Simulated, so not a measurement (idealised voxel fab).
Process module, titled voxel capacitor over wiring
In the cross-section labelled cut, the width is 280 nm and each square cell is 5 nm.
Each cross-section below is a grid of square cells, stated as bands in top-down order, with one or more rows of cells making up each band. In this notation a band is specified by the heights of its top and bottom, in that order and in nm, after which its materials appear from left to right, each paired with its width in nm. The word "throughout" attached to a single material means that material fills the band from edge to edge; the word "blank" stands for empty space. Heights from 0 (as-received wafer is one material below). Bottom band endless downward, as "0 -> down". The two numbers in a width such as "30..40" mark its ends across the band: the first belongs to the top row of cells, the second to the bottom row, and from each row to the next the width moves by the same amount. Given "no alteration" for a step, no cell of the cross-section differs between before and after that step. So "Sealed voids" is basically the list of trapped voids: any empty space of 8 cells or more that can't reach the top through an opening. They're written width x height at distance, the distance being from the left edge, and it's all nm. Post-settings text on a step line: simulator's own remark regarding the step. "overlay nm" answers the question of how far to the right of plan the mask lay on a step that has a mask, and when it is negative the answer is to the left.

Planned process steps:
step 1: RECEIVE [material Si]
step 2: CONFORMAL_DEP [material SiO2] [thk nm 15]
step 3: DIRECTIONAL_DEP [material TiN] [thk nm 5]
step 4: DIRECTIONAL_DEP [material W] [thk nm 20]
step 5: DIRECTIONAL_DEP [material aC] [thk nm 10]
step 6: PATTERN [tone cover] [mask id METAL_1] [material resist] [width nm 30] [pitch nm 100] [thk nm 30] [overlay nm 0]
step 7: DIRECTIONAL_ETCH [etch materials aC] [depth nm 10]
step 8: STRIP [etch materials resist]
step 9: DIRECTIONAL_ETCH [etch materials W] [depth nm 20]
step 10: DIRECTIONAL_ETCH [etch materials TiN] [depth nm 5]
step 11: STRIP [etch materials aC]
step 12: FILL_DEP [material SiO2] [thk nm 5]
step 13: CMP [height nm 40]
step 14: CONFORMAL_DEP [material SiCN] [thk nm 5]
step 15: DIRECTIONAL_DEP [material SiO2] [thk nm 20]
step 16: PATTERN [tone open] [mask id PLUG_1] [material resist] [width nm 15] [thk nm 15] [overlay nm 0]
step 17: DIRECTIONAL_ETCH [etch materials SiO2] [depth nm 20]
step 18: DIRECTIONAL_ETCH [etch materials SiCN] [depth nm 5]
step 19: STRIP [etch materials resist]
step 20: CONFORMAL_DEP [material TiN] [thk nm 5]
step 21: FILL_DEP [material Cu] [thk nm 5]
step 22: CMP [height nm 65]
step 23: DIRECTIONAL_DEP [material TiN] [thk nm 10]
step 24: DIRECTIONAL_DEP [material HfO2] [thk nm 5]
step 25: DIRECTIONAL_DEP [material TiN] [thk nm 5]
step 26: DIRECTIONAL_DEP [material aC] [thk nm 15]
step 27: PATTERN [tone cover] [mask id UPPER_PLATE] [material resist] [width nm 75] [thk nm 30] [overlay nm 0]
step 28: DIRECTIONAL_ETCH [etch materials aC] [depth nm 15]
step 29: STRIP [etch materials resist]
step 30: DIRECTIONAL_ETCH [etch materials TiN] [depth nm 5]
step 31: DIRECTIONAL_ETCH [etch materials HfO2] [depth nm 5]
step 32: STRIP [etch materials aC]
step 33: MASKED_ETCH [tone cover] [mask id LOWER_PLATE] [width nm 85] [etch materials TiN] [depth nm 10] [overlay nm 0]
step 34: FILL_DEP [material SiO2] [thk nm 20]
step 35: CMP [height nm 100]
step 36: DIRECTIONAL_DEP [material aC] [thk nm 15]
step 37: PATTERN [tone open] [mask id PLUG_2] [material resist] [width nm 15] [thk nm 35] [overlay nm 0]
step 38: DIRECTIONAL_ETCH [etch materials aC] [depth nm 15]
step 39: STRIP [etch materials resist]
step 40: DIRECTIONAL_ETCH [etch materials SiO2] [depth nm 15]
step 41: STRIP [etch materials aC]
step 42: CONFORMAL_DEP [material TiN] [thk nm 5]
step 43: FILL_DEP [material Ru] [thk nm 10]
step 44: CMP [height nm 100]
step 45: CONFORMAL_DEP [material SiCN] [thk nm 5]

Cross-section of the incoming wafer, state after step 1:
    0 -> down | Si throughout
    Sealed voids: none

The cross-section shown corresponds to the wafer at the conclusion of the module. The initial structure and the process plan are those presented above; however, one mistake occurred in executing the plan:
    105 -> 100 | SiCN throughout
    100 -> 90 | 100 SiO2, 5 TiN, 5 Ru, 5 TiN, 165 SiO2
    90 -> 85 | 100 SiO2, 15 TiN, 165 SiO2
    85 -> 80 | SiO2 throughout
    80 -> 75 | 90 SiO2, 75 HfO2, 115 SiO2
    75 -> 65 | 85 SiO2, 85 TiN, 110 SiO2
    65 -> 45 | 90 SiO2, 5 TiN, 5 Cu, 5 TiN, 175 SiO2
    45 -> 40 | 90 SiCN, 15 TiN, 175 SiCN
    40 -> 20 | 75 SiO2, 30 W, 70 SiO2, 30 W, 75 SiO2
    20 -> 15 | 75 SiO2, 30 TiN, 70 SiO2, 30 TiN, 75 SiO2
    15 -> 0 | SiO2 throughout
    0 -> down | Si throughout
    Sealed voids: none
Want to know what went wrong? plan step 25 never ran because it was skipped
